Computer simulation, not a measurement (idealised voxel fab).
process module | voxel wiring stack
It is cross-section cut that appears here, measuring 230 nm in width, its square cells being 5 nm in size.
Bands, listed from the top down, are how a cross-section gets written in this document; the cross-section itself is a grid of square cells, and a band is one or more rows of them. The band entry comprises the height of the band's top followed by the height of its bottom, expressed in nm, and subsequently the band's materials from left to right, each stated together with its width in nm. Where a single material is marked with the word "throughout", that material fills the band from edge to edge. The word "air" represents empty space. Heights are measured from 0, the level below which the as-received wafer is all one material; the lowest band has no bottom and continues downward, written as in "0 -> down". A two-number width, for instance "30..40", indicates that the width is equal to the first number in the top row of the band and to the second number in the bottom row, and that it changes by a constant amount per row of cells. Step note "same as before" = no cross-section cell changed. The list in "Closed void register" covers empty spaces of 8 cells or more that cannot reach the top through any open way, and it gives each as width x height at distance; the distance is from the left edge, and width, height and distance are in nm. Note: text after step settings on the step line = simulator remark on that step. The line of a step may include "overlay nm". On a step with a mask, this value is how far to the right of its planned place the mask lay. A negative value means the mask lay to the left. Pairs, read this way: before one process step on the one hand, after it on the other, the after cross-section ending at the lowest band that changed; the step between, settings included, beneath. Same starting wafer throughout, but possibly different runs of this module, so no pair continues from the pair above unless its entry headed "Incoming structure" says so.

# Incoming structure
  70 -> 65 = Cu throughout
  65 -> 60 = 45 TiN | 20 Cu | 40 TiN | 20 Cu | 40 TiN | 20 Cu | 45 TiN
  60 -> 50 = 40 SiO2 | 5 TiN | 20 Cu | 5 TiN | 30 SiO2 | 5 TiN | 20 Cu | 5 TiN | 30 SiO2 | 5 TiN | 20 Cu | 5 TiN | 40 SiO2
  50 -> 45 = 40 SiO2 | 5 TiN | 5 Cu | 20 TiN | 30 SiO2 | 5 TiN | 5 Cu | 20 TiN | 30 SiO2 | 5 TiN | 5 Cu | 20 TiN | 40 SiO2
  45 -> 35 = 40 SiO2 | 5 TiN | 5 Cu | 5 TiN | 45 SiO2 | 5 TiN | 5 Cu | 5 TiN | 45 SiO2 | 5 TiN | 5 Cu | 5 TiN | 55 SiO2
  35 -> 30 = 40 SiCN | 15 TiN | 45 SiCN | 15 TiN | 45 SiCN | 15 TiN | 55 SiCN
  30 -> 25 = 40 SiO2 | 30 TiN | 30 SiO2 | 30 TiN | 30 SiO2 | 30 TiN | 40 SiO2
  25 -> 10 = W throughout
  10 -> 0 = SiO2 throughout
  0 -> down = Si throughout
  Closed void register: none

# As Processed
  60 -> 50 = 40 SiO2 | 5 TiN | 20 Cu | 5 TiN | 30 SiO2 | 5 TiN | 20 Cu | 5 TiN | 30 SiO2 | 5 TiN | 20 Cu | 5 TiN | 40 SiO2
  Under 50: no change, same as before.
  Closed void register: none
What is the step between the two cross-sections above? CMP | height nm 60

Incoming structure: see the after view in the pair directly above.

# As Processed
  65 -> 60 = SiCN throughout
  Under 60: no change, same as before.
  Closed void register: none
What is the step between the two cross-sections above? CONFORMAL_DEP | material SiCN | thk nm 5

# Incoming structure
  80 -> 60 = 40 resist | 30 air | 30 resist | 30 air | 30 resist | 30 air | 40 resist
  60 -> 35 = 40 SiO2 | 15 air | 45 SiO2 | 15 air | 45 SiO2 | 15 air | 55 SiO2
  35 -> 30 = SiCN throughout
  30 -> 15 = 40 SiO2 | 30 W | 30 SiO2 | 30 W | 30 SiO2 | 30 W | 40 SiO2
  15 -> 10 = 40 SiO2 | 30 TiN | 30 SiO2 | 30 TiN | 30 SiO2 | 30 TiN | 40 SiO2
  10 -> 0 = SiO2 throughout
  0 -> down = Si throughout
  Closed void register: none

# As Processed
  80 -> 60 = 40 resist | 30 air | 30 resist | 30 air | 30 resist | 30 air | 40 resist
  60 -> 40 = 40 SiO2 | 30 air | 30 SiO2 | 30 air | 30 SiO2 | 30 air | 40 SiO2
  Under 40: no change, same as before.
  Closed void register: none
What is the step between the two cross-sections above? DIRECTIONAL_ETCH | etch materials SiO2 | depth nm 20

Incoming structure: see the after view in the pair directly above.

# As Processed
  80 -> 60 = 40 resist | 30 air | 30 resist | 30 air | 30 resist | 30 air | 40 resist
  60 -> 40 = 40 SiO2 | 30 air | 30 SiO2 | 30 air | 30 SiO2 | 30 air | 40 SiO2
  40 -> 35 = 40 SiO2 | 15 air | 45 SiO2 | 15 air | 45 SiO2 | 15 air | 55 SiO2
  35 -> 30 = 40 SiCN | 15 air | 45 SiCN | 15 air | 45 SiCN | 15 air | 55 SiCN
  Under 30: no change, same as before.
  Closed void register: none
What is the step between the two cross-sections above? DIRECTIONAL_ETCH | etch materials SiCN | depth nm 5

Incoming structure: see the after view in the pair directly above.

# As Processed
  60 -> 40 = 40 SiO2 | 30 air | 30 SiO2 | 30 air | 30 SiO2 | 30 air | 40 SiO2
  Under 40: no change, same as before.
  Closed void register: none
What is the step between the two cross-sections above? STRIP | etch materials resist

Incoming structure: see the after view in the pair directly above.

# As Processed
  65 -> 60 = 45 TiN | 20 air | 40 TiN | 20 air | 40 TiN | 20 air | 45 TiN
  60 -> 45 = 40 SiO2 | 5 TiN | 20 air | 5 TiN | 30 SiO2 | 5 TiN | 20 air | 5 TiN | 30 SiO2 | 5 TiN | 20 air | 5 TiN | 40 SiO2
  45 -> 35 = 40 SiO2 | 5 TiN | 5 air | 20..5 TiN | 30..45 SiO2 | 5 TiN | 5 air | 20..5 TiN | 30..45 SiO2 | 5 TiN | 5 air | 20..5 TiN | 40..55 SiO2
  35 -> 30 = 40 SiCN | 15 TiN | 45 SiCN | 15 TiN | 45 SiCN | 15 TiN | 55 SiCN
  Under 30: no change, same as before.
  Closed void register: none
What is the step between the two cross-sections above? CONFORMAL_DEP | material TiN | thk nm 5

Incoming structure: see the after view in the pair directly above.

# As Processed
  70 -> 65 = Cu throughout
  65 -> 60 = 45 TiN | 20 Cu | 40 TiN | 20 Cu | 40 TiN | 20 Cu | 45 TiN
  60 -> 45 = 40 SiO2 | 5 TiN | 20 Cu | 5 TiN | 30 SiO2 | 5 TiN | 20 Cu | 5 TiN | 30 SiO2 | 5 TiN | 20 Cu | 5 TiN | 40 SiO2
  45 -> 35 = 40 SiO2 | 5 TiN | 5 Cu | 20..5 TiN | 30..45 SiO2 | 5 TiN | 5 Cu | 20..5 TiN | 30..45 SiO2 | 5 TiN | 5 Cu | 20..5 TiN | 40..55 SiO2
  Under 35: no change, same as before.
  Closed void register: none
What is the step between the two cross-sections above? FILL_DEP | material Cu | thk nm 5

Incoming structure: see the after view in the pair directly above.

# As Processed
  60 -> 45 = 40 SiO2 | 5 TiN | 20 Cu | 5 TiN | 30 SiO2 | 5 TiN | 20 Cu | 5 TiN | 30 SiO2 | 5 TiN | 20 Cu | 5 TiN | 40 SiO2
  Under 45: no change, same as before.
  Closed void register: none
What is the step between the two cross-sections above? CMP | height nm 60

Incoming structure: see the after view in the pair directly above.

# As Processed
  65 -> 60 = SiCN throughout
  Under 60: no change, same as before.
  Closed void register: none
What is the step between the two cross-sections above? CONFORMAL_DEP | material SiCN | thk nm 5

# Incoming structure
  60 -> 35 = 40 SiO2 | 15 air | 45 SiO2 | 15 air | 45 SiO2 | 15 air | 55 SiO2
  35 -> 30 = SiCN throughout
  30 -> 15 = 40 SiO2 | 30 W | 30 SiO2 | 30 W | 30 SiO2 | 30 W | 40 SiO2
  15 -> 10 = 40 SiO2 | 30 TiN | 30 SiO2 | 30 TiN | 30 SiO2 | 30 TiN | 40 SiO2
  10 -> 0 = SiO2 throughout
  0 -> down = Si throughout
  Closed void register: none

# As Processed
  80 -> 60 = 35 resist | 40 air | 20 resist | 40 air | 20 resist | 40 air | 35 resist
  Under 60: no change, same as before.
  Closed void register: none
What is the step between the two cross-sections above? PATTERN | tone open | mask id METAL_2 | material resist | width nm 40 | pitch nm 60 | thk nm 20 | overlay nm 0

Incoming structure: see the after view in the pair directly above.

# As Processed
  80 -> 60 = 35 resist | 40 air | 20 resist | 40 air | 20 resist | 40 air | 35 resist
  60 -> 45 = 35 SiO2 | 40 air | 20 SiO2 | 40 air | 20 SiO2 | 40 air | 35 SiO2
  Under 45: no change, same as before.
  Closed void register: none
What is the step between the two cross-sections above? DIRECTIONAL_ETCH | etch materials SiO2 | depth nm 15

Incoming structure: see the after view in the pair directly above.

# As Processed
  80 -> 60 = 35 resist | 40 air | 20 resist | 40 air | 20 resist | 40 air | 35 resist
  60 -> 45 = 35 SiO2 | 40 air | 20 SiO2 | 40 air | 20 SiO2 | 40 air | 35 SiO2
  45 -> 35 = 40 SiO2 | 15 air | 45 SiO2 | 15 air | 45 SiO2 | 15 air | 55 SiO2
  35 -> 30 = 40 SiCN | 15 air | 45 SiCN | 15 air | 45 SiCN | 15 air | 55 SiCN
  Under 30: no change, same as before.
  Closed void register: none
What is the step between the two cross-sections above? DIRECTIONAL_ETCH | etch materials SiCN | depth nm 5

Incoming structure: see the after view in the pair directly above.

# As Processed
  60 -> 45 = 35 SiO2 | 40 air | 20 SiO2 | 40 air | 20 SiO2 | 40 air | 35 SiO2
  Under 45: no change, same as before.
  Closed void register: none
What is the step between the two cross-sections above? STRIP | etch materials resist

Incoming structure: see the after view in the pair directly above.

# As Processed
  65 -> 60 = 40 TiN | 30 air | 30 TiN | 30 air | 30 TiN | 30 air | 40 TiN
  60 -> 50 = 35 SiO2 | 5 TiN | 30 air | 5 TiN | 20 SiO2 | 5 TiN | 30 air | 5 TiN | 20 SiO2 | 5 TiN | 30 air | 5 TiN | 35 SiO2
  50 -> 45 = 35 SiO2 | 10 TiN | 5 air | 25 TiN | 20 SiO2 | 10 TiN | 5 air | 25 TiN | 20 SiO2 | 10 TiN | 5 air | 25 TiN | 35 SiO2
  45 -> 35 = 40 SiO2 | 5 TiN | 5 air | 5 TiN | 45 SiO2 | 5 TiN | 5 air | 5 TiN | 45 SiO2 | 5 TiN | 5 air | 5 TiN | 55 SiO2
  35 -> 30 = 40 SiCN | 15 TiN | 45 SiCN | 15 TiN | 45 SiCN | 15 TiN | 55 SiCN
  Under 30: no change, same as before.
  Closed void register: none
What is the step between the two cross-sections above? CONFORMAL_DEP | material TiN | thk nm 5

Incoming structure: see the after view in the pair directly above.

# As Processed
  70 -> 65 = Cu throughout
  65 -> 60 = 40 TiN | 30 Cu | 30 TiN | 30 Cu | 30 TiN | 30 Cu | 40 TiN
  60 -> 50 = 35 SiO2 | 5 TiN | 30 Cu | 5 TiN | 20 SiO2 | 5 TiN | 30 Cu | 5 TiN | 20 SiO2 | 5 TiN | 30 Cu | 5 TiN | 35 SiO2
  50 -> 45 = 35 SiO2 | 10 TiN | 5 Cu | 25 TiN | 20 SiO2 | 10 TiN | 5 Cu | 25 TiN | 20 SiO2 | 10 TiN | 5 Cu | 25 TiN | 35 SiO2
  45 -> 35 = 40 SiO2 | 5 TiN | 5 Cu | 5 TiN | 45 SiO2 | 5 TiN | 5 Cu | 5 TiN | 45 SiO2 | 5 TiN | 5 Cu | 5 TiN | 55 SiO2
  Under 35: no change, same as before.
  Closed void register: none
What is the step between the two cross-sections above? FILL_DEP | material Cu | thk nm 5

Incoming structure: see the after view in the pair directly above.

# As Processed
  60 -> 50 = 35 SiO2 | 5 TiN | 30 Cu | 5 TiN | 20 SiO2 | 5 TiN | 30 Cu | 5 TiN | 20 SiO2 | 5 TiN | 30 Cu | 5 TiN | 35 SiO2
  Under 50: no change, same as before.
  Closed void register: none
What is the step between the two cross-sections above? CMP | height nm 60

Incoming structure: see the after view in the pair directly above.

# As Processed
  65 -> 60 = SiCN throughout
  Under 60: no change, same as before.
  Closed void register: none
What is the step between the two cross-sections above? CONFORMAL_DEP | material SiCN | thk nm 5

# Incoming structure
  30 -> 15 = W throughout
  15 -> 10 = TiN throughout
  10 -> 0 = SiO2 throughout
  0 -> down = Si throughout
  Closed void register: none

# As Processed
  30 -> 15 = 50 air | 30 W | 30 air | 30 W | 30 air | 30 W | 30 air
  Under 15: no change, same as before.
  Closed void register: none
What is the step between the two cross-sections above? MASKED_ETCH | tone cover | mask id METAL_1 | width nm 30 | pitch nm 60 | etch materials W | depth nm 15 | overlay nm 10

Incoming structure: see the after view in the pair directly above.

# As Processed
  30 -> 15 = 50 air | 30 W | 30 air | 30 W | 30 air | 30 W | 30 air
  15 -> 10 = 40 air | 40 TiN | 20 air | 40 TiN | 20 air | 40 TiN | 30 air
  Under 10: no change, same as before.
  Closed void register: none
What is the step between the two cross-sections above? MASKED_ETCH | tone cover | mask id METAL_1 | width nm 30 | pitch nm 60 | etch materials TiN | depth nm 5 | overlay nm 0

Incoming structure: see the after view in the pair directly above.

# As Processed
  35 -> 30 = SiO2 throughout
  30 -> 15 = 50 SiO2 | 30 W | 30 SiO2 | 30 W | 30 SiO2 | 30 W | 30 SiO2
  15 -> 10 = 40 SiO2 | 40 TiN | 20 SiO2 | 40 TiN | 20 SiO2 | 40 TiN | 30 SiO2
  Under 10: no change, same as before.
  Closed void register: none
What is the step between the two cross-sections above? FILL_DEP | material SiO2 | thk nm 5

Incoming structure: see the after view in the pair directly above.

# As Processed
  30 -> 15 = 50 SiO2 | 30 W | 30 SiO2 | 30 W | 30 SiO2 | 30 W | 30 SiO2
  Under 15: no change, same as before.
  Closed void register: none
What is the step between the two cross-sections above? CMP | height nm 30

Incoming structure: see the after view in the pair directly above.

# As Processed
  35 -> 30 = SiCN throughout
  Under 30: no change, same as before.
  Closed void register: none
What is the step between the two cross-sections above? CONFORMAL_DEP | material SiCN | thk nm 5

Incoming structure: see the after view in the pair directly above.

# As Processed
  60 -> 35 = SiO2 throughout
  Under 35: no change, same as before.
  Closed void register: none
What is the step between the two cross-sections above? DIRECTIONAL_DEP | material SiO2 | thk nm 25

Incoming structure: see the after view in the pair directly above.

# As Processed
  70 -> 60 = aC throughout
  Under 60: no change, same as before.
  Closed void register: none
What is the step between the two cross-sections above? DIRECTIONAL_DEP | material aC | thk nm 10

Incoming structure: see the after view in the pair directly above.

# As Processed
  95 -> 70 = 40 resist | 15 air | 45 resist | 15 air | 45 resist | 15 air | 55 resist
  Under 70: no change, same as before.
  Closed void register: none
What is the step between the two cross-sections above? PATTERN | tone open | mask id METAL_2_HOLES | material resist | width nm 15 | pitch nm 60 | thk nm 25 | overlay nm 0

Incoming structure: see the after view in the pair directly above.

# As Processed
  85 -> 70 = 40 resist | 15 air | 45 resist | 15 air | 45 resist | 15 air | 55 resist
  70 -> 60 = 40 aC | 15 air | 45 aC | 15 air | 45 aC | 15 air | 55 aC
  Under 60: no change, same as before.
  Closed void register: none
What is the step between the two cross-sections above? DIRECTIONAL_ETCH | etch materials aC | depth nm 10

Incoming structure: see the after view in the pair directly above.

# As Processed
  70 -> 60 = 40 aC | 15 air | 45 aC | 15 air | 45 aC | 15 air | 55 aC
  Under 60: no change, same as before.
  Closed void register: none
What is the step between the two cross-sections above? STRIP | etch materials resist

Incoming structure: see the after view in the pair directly above.

# As Processed
  70 -> 60 = 40 aC | 15 air | 45 aC | 15 air | 45 aC | 15 air | 55 aC
  60 -> 35 = 40 SiO2 | 15 air | 45 SiO2 | 15 air | 45 SiO2 | 15 air | 55 SiO2
  Under 35: no change, same as before.
  Closed void register: none
What is the step between the two cross-sections above? DIRECTIONAL_ETCH | etch materials SiO2 | depth nm 25

Incoming structure: see the after view in the pair directly above.

# As Processed
  60 -> 35 = 40 SiO2 | 15 air | 45 SiO2 | 15 air | 45 SiO2 | 15 air | 55 SiO2
  Under 35: no change, same as before.
  Closed void register: none
What is the step between the two cross-sections above? STRIP | etch materials aC

Incoming structure: see the after view in the pair directly above.

# As Processed
  80 -> 60 = 40 resist | 30 air | 30 resist | 30 air | 30 resist | 30 air | 40 resist
  Under 60: no change, same as before.
  Closed void register: none
What is the step between the two cross-sections above? PATTERN | tone open | mask id METAL_2 | material resist | width nm 30 | pitch nm 60 | thk nm 20 | overlay nm 0

Incoming structure: see the after view in the pair directly above.

# As Processed
  80 -> 60 = 40 resist | 30 air | 30 resist | 30 air | 30 resist | 30 air | 40 resist
  60 -> 45 = 40 SiO2 | 30 air | 30 SiO2 | 30 air | 30 SiO2 | 30 air | 40 SiO2
  Under 45: no change, same as before.
  Closed void register: none
What is the step between the two cross-sections above? DIRECTIONAL_ETCH | etch materials SiO2 | depth nm 15

Incoming structure: see the after view in the pair directly above.

# As Processed
  80 -> 60 = 40 resist | 30 air | 30 resist | 30 air | 30 resist | 30 air | 40 resist
  60 -> 45 = 40 SiO2 | 30 air | 30 SiO2 | 30 air | 30 SiO2 | 30 air | 40 SiO2
  45 -> 35 = 40 SiO2 | 15 air | 45 SiO2 | 15 air | 45 SiO2 | 15 air | 55 SiO2
  35 -> 30 = 40 SiCN | 15 air | 45 SiCN | 15 air | 45 SiCN | 15 air | 55 SiCN
  Under 30: no change, same as before.
  Closed void register: none
What is the step between the two cross-sections above? DIRECTIONAL_ETCH | etch materials SiCN | depth nm 5

Incoming structure: see the after view in the pair directly above.

# As Processed
  60 -> 45 = 40 SiO2 | 30 air | 30 SiO2 | 30 air | 30 SiO2 | 30 air | 40 SiO2
  Under 45: no change, same as before.
  Closed void register: none
What is the step between the two cross-sections above? STRIP | etch materials resist

Incoming structure: see the after view in the pair directly above.

# As Processed
  65 -> 60 = 45 TiN | 20 air | 40 TiN | 20 air | 40 TiN | 20 air | 45 TiN
  60 -> 50 = 40 SiO2 | 5 TiN | 20 air | 5 TiN | 30 SiO2 | 5 TiN | 20 air | 5 TiN | 30 SiO2 | 5 TiN | 20 air | 5 TiN | 40 SiO2
  50 -> 45 = 40 SiO2 | 5 TiN | 5 air | 20 TiN | 30 SiO2 | 5 TiN | 5 air | 20 TiN | 30 SiO2 | 5 TiN | 5 air | 20 TiN | 40 SiO2
  45 -> 35 = 40 SiO2 | 5 TiN | 5 air | 5 TiN | 45 SiO2 | 5 TiN | 5 air | 5 TiN | 45 SiO2 | 5 TiN | 5 air | 5 TiN | 55 SiO2
  35 -> 30 = 40 SiCN | 15 TiN | 45 SiCN | 15 TiN | 45 SiCN | 15 TiN | 55 SiCN
  Under 30: no change, same as before.
  Closed void register: none
What is the step between the two cross-sections above? CONFORMAL_DEP | material TiN | thk nm 5

Incoming structure: see the after view in the pair directly above.

# As Processed
  70 -> 65 = Cu throughout
  65 -> 60 = 45 TiN | 20 Cu | 40 TiN | 20 Cu | 40 TiN | 20 Cu | 45 TiN
  60 -> 50 = 40 SiO2 | 5 TiN | 20 Cu | 5 TiN | 30 SiO2 | 5 TiN | 20 Cu | 5 TiN | 30 SiO2 | 5 TiN | 20 Cu | 5 TiN | 40 SiO2
  50 -> 45 = 40 SiO2 | 5 TiN | 5 Cu | 20 TiN | 30 SiO2 | 5 TiN | 5 Cu | 20 TiN | 30 SiO2 | 5 TiN | 5 Cu | 20 TiN | 40 SiO2
  45 -> 35 = 40 SiO2 | 5 TiN | 5 Cu | 5 TiN | 45 SiO2 | 5 TiN | 5 Cu | 5 TiN | 45 SiO2 | 5 TiN | 5 Cu | 5 TiN | 55 SiO2
  Under 35: no change, same as before.
  Closed void register: none
What is the step between the two cross-sections above? FILL_DEP | material Cu | thk nm 5

Incoming structure: see the after view in the pair directly above.

# As Processed
  60 -> 50 = 40 SiO2 | 5 TiN | 20 Cu | 5 TiN | 30 SiO2 | 5 TiN | 20 Cu | 5 TiN | 30 SiO2 | 5 TiN | 20 Cu | 5 TiN | 40 SiO2
  Under 50: no change, same as before.
  Closed void register: none
What is the step between the two cross-sections above? CMP | height nm 60

Incoming structure: see the after view in the pair directly above.

# As Processed
  65 -> 60 = SiCN throughout
  Under 60: no change, same as before.
  Closed void register: none
What is the step between the two cross-sections above? CONFORMAL_DEP | material SiCN | thk nm 5

# Incoming structure
  10 -> 0 = SiO2 throughout
  0 -> down = Si throughout
  Closed void register: none

# As Processed
  15 -> 10 = aC throughout
  Under 10: no change, same as before.
  Closed void register: none
What is the step between the two cross-sections above? DIRECTIONAL_DEP | material aC | thk nm 5

Incoming structure: see the after view in the pair directly above.

# As Processed
  30 -> 15 = W throughout
  Under 15: no change, same as before.
  Closed void register: none
What is the step between the two cross-sections above? DIRECTIONAL_DEP | material W | thk nm 15

Incoming structure: see the after view in the pair directly above.

# As Processed
  30 -> 15 = 40 air | 30 W | 30 air | 30 W | 30 air | 30 W | 40 air
  Under 15: no change, same as before.
  Closed void register: none
What is the step between the two cross-sections above? MASKED_ETCH | tone cover | mask id METAL_1 | width nm 30 | pitch nm 60 | etch materials W | depth nm 15 | overlay nm 0

Incoming structure: see the after view in the pair directly above.

# As Processed
  35 -> 30 = SiO2 throughout
  30 -> 15 = 40 SiO2 | 30 W | 30 SiO2 | 30 W | 30 SiO2 | 30 W | 40 SiO2
  Under 15: no change, same as before.
  Closed void register: none
What is the step between the two cross-sections above? FILL_DEP | material SiO2 | thk nm 5

Incoming structure: see the after view in the pair directly above.

# As Processed
  30 -> 15 = 40 SiO2 | 30 W | 30 SiO2 | 30 W | 30 SiO2 | 30 W | 40 SiO2
  Under 15: no change, same as before.
  Closed void register: none
What is the step between the two cross-sections above? CMP | height nm 30

Incoming structure: see the after view in the pair directly above.

# As Processed
  35 -> 30 = SiCN throughout
  Under 30: no change, same as before.
  Closed void register: none
What is the step between the two cross-sections above? CONFORMAL_DEP | material SiCN | thk nm 5

Incoming structure: see the after view in the pair directly above.

# As Processed
  60 -> 35 = SiO2 throughout
  Under 35: no change, same as before.
  Closed void register: none
What is the step between the two cross-sections above? DIRECTIONAL_DEP | material SiO2 | thk nm 25

Incoming structure: see the after view in the pair directly above.

# As Processed
  70 -> 60 = aC throughout
  Under 60: no change, same as before.
  Closed void register: none
What is the step between the two cross-sections above? DIRECTIONAL_DEP | material aC | thk nm 10

Incoming structure: see the after view in the pair directly above.

# As Processed
  95 -> 70 = 40 resist | 15 air | 45 resist | 15 air | 45 resist | 15 air | 55 resist
  Under 70: no change, same as before.
  Closed void register: none
What is the step between the two cross-sections above? PATTERN | tone open | mask id METAL_2_HOLES | material resist | width nm 15 | pitch nm 60 | thk nm 25 | overlay nm 0

Incoming structure: see the after view in the pair directly above.

# As Processed
  85 -> 70 = 40 resist | 15 air | 45 resist | 15 air | 45 resist | 15 air | 55 resist
  70 -> 60 = 40 aC | 15 air | 45 aC | 15 air | 45 aC | 15 air | 55 aC
  Under 60: no change, same as before.
  Closed void register: none
What is the step between the two cross-sections above? DIRECTIONAL_ETCH | etch materials aC | depth nm 10

Incoming structure: see the after view in the pair directly above.

# As Processed
  70 -> 60 = 40 aC | 15 air | 45 aC | 15 air | 45 aC | 15 air | 55 aC
  Under 60: no change, same as before.
  Closed void register: none
What is the step between the two cross-sections above? STRIP | etch materials resist

Incoming structure: see the after view in the pair directly above.

# As Processed
  70 -> 60 = 40 aC | 15 air | 45 aC | 15 air | 45 aC | 15 air | 55 aC
  60 -> 35 = 40 SiO2 | 15 air | 45 SiO2 | 15 air | 45 SiO2 | 15 air | 55 SiO2
  Under 35: no change, same as before.
  Closed void register: none
What is the step between the two cross-sections above? DIRECTIONAL_ETCH | etch materials SiO2 | depth nm 25

Incoming structure: see the after view in the pair directly above.

# As Processed
  60 -> 35 = 40 SiO2 | 15 air | 45 SiO2 | 15 air | 45 SiO2 | 15 air | 55 SiO2
  Under 35: no change, same as before.
  Closed void register: none
What is the step between the two cross-sections above? STRIP | etch materials aC

Incoming structure: see the after view in the pair directly above.

# As Processed
  80 -> 60 = 40 resist | 30 air | 30 resist | 30 air | 30 resist | 30 air | 40 resist
  Under 60: no change, same as before.
  Closed void register: none
What is the step between the two cross-sections above? PATTERN | tone open | mask id METAL_2 | material resist | width nm 30 | pitch nm 60 | thk nm 20 | overlay nm 0

Incoming structure: see the after view in the pair directly above.

# As Processed
  80 -> 60 = 40 resist | 30 air | 30 resist | 30 air | 30 resist | 30 air | 40 resist
  60 -> 45 = 40 SiO2 | 30 air | 30 SiO2 | 30 air | 30 SiO2 | 30 air | 40 SiO2
  Under 45: no change, same as before.
  Closed void register: none
What is the step between the two cross-sections above? DIRECTIONAL_ETCH | etch materials SiO2 | depth nm 15

Incoming structure: see the after view in the pair directly above.

# As Processed
  80 -> 60 = 40 resist | 30 air | 30 resist | 30 air | 30 resist | 30 air | 40 resist
  60 -> 45 = 40 SiO2 | 30 air | 30 SiO2 | 30 air | 30 SiO2 | 30 air | 40 SiO2
  45 -> 35 = 40 SiO2 | 15 air | 45 SiO2 | 15 air | 45 SiO2 | 15 air | 55 SiO2
  35 -> 30 = 40 SiCN | 15 air | 45 SiCN | 15 air | 45 SiCN | 15 air | 55 SiCN
  Under 30: no change, same as before.
  Closed void register: none
What is the step between the two cross-sections above? DIRECTIONAL_ETCH | etch materials SiCN | depth nm 5

Incoming structure: see the after view in the pair directly above.

# As Processed
  60 -> 45 = 40 SiO2 | 30 air | 30 SiO2 | 30 air | 30 SiO2 | 30 air | 40 SiO2
  Under 45: no change, same as before.
  Closed void register: none
What is the step between the two cross-sections above? STRIP | etch materials resist

Incoming structure: see the after view in the pair directly above.

# As Processed
  65 -> 60 = 45 TiN | 20 air | 40 TiN | 20 air | 40 TiN | 20 air | 45 TiN
  60 -> 50 = 40 SiO2 | 5 TiN | 20 air | 5 TiN | 30 SiO2 | 5 TiN | 20 air | 5 TiN | 30 SiO2 | 5 TiN | 20 air | 5 TiN | 40 SiO2
  50 -> 45 = 40 SiO2 | 5 TiN | 5 air | 20 TiN | 30 SiO2 | 5 TiN | 5 air | 20 TiN | 30 SiO2 | 5 TiN | 5 air | 20 TiN | 40 SiO2
  45 -> 35 = 40 SiO2 | 5 TiN | 5 air | 5 TiN | 45 SiO2 | 5 TiN | 5 air | 5 TiN | 45 SiO2 | 5 TiN | 5 air | 5 TiN | 55 SiO2
  35 -> 30 = 40 SiCN | 15 TiN | 45 SiCN | 15 TiN | 45 SiCN | 15 TiN | 55 SiCN
  Under 30: no change, same as before.
  Closed void register: none
What is the step between the two cross-sections above? CONFORMAL_DEP | material TiN | thk nm 5

Incoming structure: see the after view in the pair directly above.

# As Processed
  70 -> 65 = Cu throughout
  65 -> 60 = 45 TiN | 20 Cu | 40 TiN | 20 Cu | 40 TiN | 20 Cu | 45 TiN
  60 -> 50 = 40 SiO2 | 5 TiN | 20 Cu | 5 TiN | 30 SiO2 | 5 TiN | 20 Cu | 5 TiN | 30 SiO2 | 5 TiN | 20 Cu | 5 TiN | 40 SiO2
  50 -> 45 = 40 SiO2 | 5 TiN | 5 Cu | 20 TiN | 30 SiO2 | 5 TiN | 5 Cu | 20 TiN | 30 SiO2 | 5 TiN | 5 Cu | 20 TiN | 40 SiO2
  45 -> 35 = 40 SiO2 | 5 TiN | 5 Cu | 5 TiN | 45 SiO2 | 5 TiN | 5 Cu | 5 TiN | 45 SiO2 | 5 TiN | 5 Cu | 5 TiN | 55 SiO2
  Under 35: no change, same as before.
  Closed void register: none
What is the step between the two cross-sections above? FILL_DEP | material Cu | thk nm 5

Incoming structure: see the after view in the pair directly above.

# As Processed
  60 -> 50 = 40 SiO2 | 5 TiN | 20 Cu | 5 TiN | 30 SiO2 | 5 TiN | 20 Cu | 5 TiN | 30 SiO2 | 5 TiN | 20 Cu | 5 TiN | 40 SiO2
  Under 50: no change, same as before.
  Closed void register: none
What is the step between the two cross-sections above? CMP | height nm 60

Incoming structure: see the after view in the pair directly above.

# As Processed
  65 -> 60 = SiCN throughout
  Under 60: no change, same as before.
  Closed void register: none
What is the step between the two cross-sections above? CONFORMAL_DEP | material SiCN | thk nm 5

# Incoming structure
  60 -> 35 = 40 SiO2 | 15 air | 45 SiO2 | 15 air | 45 SiO2 | 15 air | 55 SiO2
  35 -> 30 = SiCN throughout
  30 -> 15 = 40 SiO2 | 30 W | 30 SiO2 | 30 W | 30 SiO2 | 30 W | 40 SiO2
  15 -> 10 = 40 SiO2 | 30 TiN | 30 SiO2 | 30 TiN | 30 SiO2 | 30 TiN | 40 SiO2
  10 -> 0 = SiO2 throughout
  0 -> down = Si throughout
  Closed void register: none

# As Processed
  80 -> 60 = 40 air | 30 resist | 30 air | 30 resist | 30 air | 30 resist | 40 air
  60 -> 35 = 40 SiO2 | 15 resist | 45 SiO2 | 15 resist | 45 SiO2 | 15 resist | 55 SiO2
  Under 35: no change, same as before.
  Closed void register: none
What is the step between the two cross-sections above? PATTERN | tone cover | mask id METAL_2 | material resist | width nm 30 | pitch nm 60 | thk nm 20 | overlay nm 0

Incoming structure: see the after view in the pair directly above.

# As Processed
  80 -> 60 = 40 air | 30 resist | 30 air | 30 resist | 30 air | 30 resist | 40 air
  60 -> 45 = 40 air | 15 resist | 15 SiO2 | 30 air | 15 resist | 15 SiO2 | 30 air | 15 resist | 15 SiO2 | 40 air
  Under 45: no change, same as before.
  Closed void register: none
What is the step between the two cross-sections above? DIRECTIONAL_ETCH | etch materials SiO2 | depth nm 15

Incoming structure: see the after view in the pair directly above.

# As Processed
  60 -> 45 = 55 air | 15 SiO2 | 45 air | 15 SiO2 | 45 air | 15 SiO2 | 40 air
  45 -> 35 = 40 SiO2 | 15 air | 45 SiO2 | 15 air | 45 SiO2 | 15 air | 55 SiO2
  Under 35: no change, same as before.
  Closed void register: none
What is the step between the two cross-sections above? STRIP | etch materials resist

Incoming structure: see the after view in the pair directly above.

# As Processed
  65 -> 60 = 50 air | 25 TiN | 35 air | 25 TiN | 35 air | 25 TiN | 35 air
  60 -> 50 = 50 air | 5 TiN | 15 SiO2 | 5 TiN | 35 air | 5 TiN | 15 SiO2 | 5 TiN | 35 air | 5 TiN | 15 SiO2 | 5 TiN | 35 air
  50 -> 45 = 45 TiN | 5 air | 5 TiN | 15 SiO2 | 35 TiN | 5 air | 5 TiN | 15 SiO2 | 35 TiN | 5 air | 5 TiN | 15 SiO2 | 40 TiN
  45 -> 40 = 40 SiO2 | 5 TiN | 5 air | 5 TiN | 45 SiO2 | 5 TiN | 5 air | 5 TiN | 45 SiO2 | 5 TiN | 5 air | 5 TiN | 55 SiO2
  40 -> 35 = 40 SiO2 | 15 TiN | 45 SiO2 | 15 TiN | 45 SiO2 | 15 TiN | 55 SiO2
  Under 35: no change, same as before.
  Closed void register: none
What is the step between the two cross-sections above? CONFORMAL_DEP | material TiN | thk nm 5
